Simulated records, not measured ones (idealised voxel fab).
Process module, titled voxel gate over fins
We display cut, a cross-section 260 nm in width whose square cells are each 5 nm.
Cross-section layout: square cells on a grid; listed as bands, top to bottom; a band spans one or more cell rows. First you get the band's top height and its bottom height, in nm, and then the materials it's made of, left to right, with each width in nm. If you see a single material with "full width", that one covers the band edge to edge. "empty" is empty space. Counting heights begins at 0, where everything beneath is, in the wafer as received, one material. The lowest band has no bottom; it goes on downwards, as "0 -> down" shows. It should be noted that a width expressed as "30 to 40" varies in equal increments from row to row of cells within the band, taking the value of the first number at the top row and that of the second number at the bottom row. It should be understood that the words "nothing changed", when stated for a given step, signify that the cross-section underwent no change in any of its cells during that step. Listed in "Enclosed void listing": every empty space of 8 or more cells without an open way to the top. Form: width x height at distance, the distance being from the left edge, all in nm. On each step's line, the part that comes after the settings is the simulator's own comment on the step. The line of a step may include "overlay nm". On a step with a mask, this value is how far to the right of its planned place the mask lay. A negative value means the mask lay to the left.

-- Set out below are the planned steps of the process
- 1: RECEIVE,material Si
- 2: CONFORMAL_DEP,material SiN,thk nm 5
- 3: MASKED_ETCH,tone cover,mask id FINS,width nm 15,pitch nm 35,etch materials SiN,depth nm 5,overlay nm 0
- 4: MASKED_ETCH,tone cover,mask id FINS,width nm 15,pitch nm 35,etch materials Si,depth nm 35,overlay nm 0
- 5: OXIDIZE,depth nm 5
- 6: FILL_DEP,material SiO2,thk nm 15
- 7: CMP,height nm 5
- 8: SELECTIVE_ETCH,etch materials SiO2,depth nm 20
- 9: STRIP,etch materials SiN
- 10: CONFORMAL_DEP,material HfO2,thk nm 5
- 11: CONFORMAL_DEP,material TiN,thk nm 5
- 12: CONFORMAL_DEP,material TiAl,thk nm 5
- 13: CONFORMAL_DEP,material TiN,thk nm 5
- 14: FILL_DEP,material W,thk nm 15
- 15: CMP,height nm 30
- 16: CONFORMAL_DEP,material SiN,thk nm 10

-- Cross-sectional view of the wafer in its as-received condition, corresponding to the state after step 1
  0 -> down: Si full width
  Enclosed void listing: none

-- Here's the cross-section of the first of our two wafers at the end of the module - it ran as planned
  40 -> 30: SiN full width
  30 -> 20: W full width
  20 -> 15: W 90 nm, TiN 80 nm, W 90 nm
  15 -> 10: W 90 nm, TiN 5 nm, TiAl 70 nm, TiN 5 nm, W 90 nm
  10 -> 5: W 90 nm, TiN 5 nm, TiAl 5 nm, TiN 25 nm, TiAl 10 nm, TiN 25 nm, TiAl 5 nm, TiN 5 nm, W 90 nm
  5 -> 0: TiN 95 nm, TiAl 5 nm, TiN 5 nm, HfO2 15 nm, TiN 5 nm, TiAl 10 nm, TiN 5 nm, HfO2 15 nm, TiN 5 nm, TiAl 5 nm, TiN 95 nm
  0 -> -5: TiAl 100 nm, TiN 5 nm, HfO2 5 nm, Si 5 nm, HfO2 5 nm, TiN 5 nm, TiAl 10 nm, TiN 5 nm, HfO2 5 nm, Si 5 nm, HfO2 5 nm, TiN 5 nm, TiAl 100 nm
  -5 -> -10: TiN 105 nm, HfO2 5 nm, Si 5 nm, HfO2 5 nm, TiN 20 nm, HfO2 5 nm, Si 5 nm, HfO2 5 nm, TiN 105 nm
  -10 -> -15: HfO2 110 nm, Si 5 nm, HfO2 30 nm, Si 5 nm, HfO2 110 nm
  -15 -> -40: SiO2 110 nm, Si 5 nm, SiO2 30 nm, Si 5 nm, SiO2 110 nm
  -40 -> down: Si full width
  Enclosed void listing: none

-- Same start, same plan as the first wafer - but one mistake in the run. Cross-section of the second of the two at the end of the module
  40 -> 30: SiN full width
  30 -> 20: W full width
  20 -> 15: W 90 nm, TiN 80 nm, W 90 nm
  15 -> 10: W 90 nm, TiN 5 nm, TiAl 70 nm, TiN 5 nm, W 90 nm
  10 -> 5: W 90 nm, TiN 5 nm, TiAl 5 nm, TiN 25 nm, TiAl 10 nm, TiN 25 nm, TiAl 5 nm, TiN 5 nm, W 90 nm
  5 -> 0: TiN 95 nm, TiAl 5 nm, TiN 5 nm, HfO2 15 nm, TiN 5 nm, TiAl 10 nm, TiN 5 nm, HfO2 15 nm, TiN 5 nm, TiAl 5 nm, TiN 95 nm
  0 -> -5: TiAl 100 nm, TiN 5 nm, HfO2 5 nm, Si 5 nm, HfO2 5 nm, TiN 5 nm, TiAl 10 nm, TiN 5 nm, HfO2 5 nm, Si 5 nm, HfO2 5 nm, TiN 5 nm, TiAl 100 nm
  -5 -> -10: TiN 105 nm, HfO2 5 nm, Si 5 nm, HfO2 5 nm, TiN 20 nm, HfO2 5 nm, Si 5 nm, HfO2 5 nm, TiN 105 nm
  -10 -> -15: HfO2 110 nm, Si 5 nm, HfO2 30 nm, Si 5 nm, HfO2 110 nm
  -15 -> -75: SiO2 110 nm, Si 5 nm, SiO2 30 nm, Si 5 nm, SiO2 110 nm
  -75 -> down: Si full width
  Enclosed void listing: none
What was done differently from what was planned? it should be noted that step 4 of the plan was executed twice
Bottom line after processing is that, in cells, the second wafer is up or down on some materials versus the first: Si -350; SiO2 +350
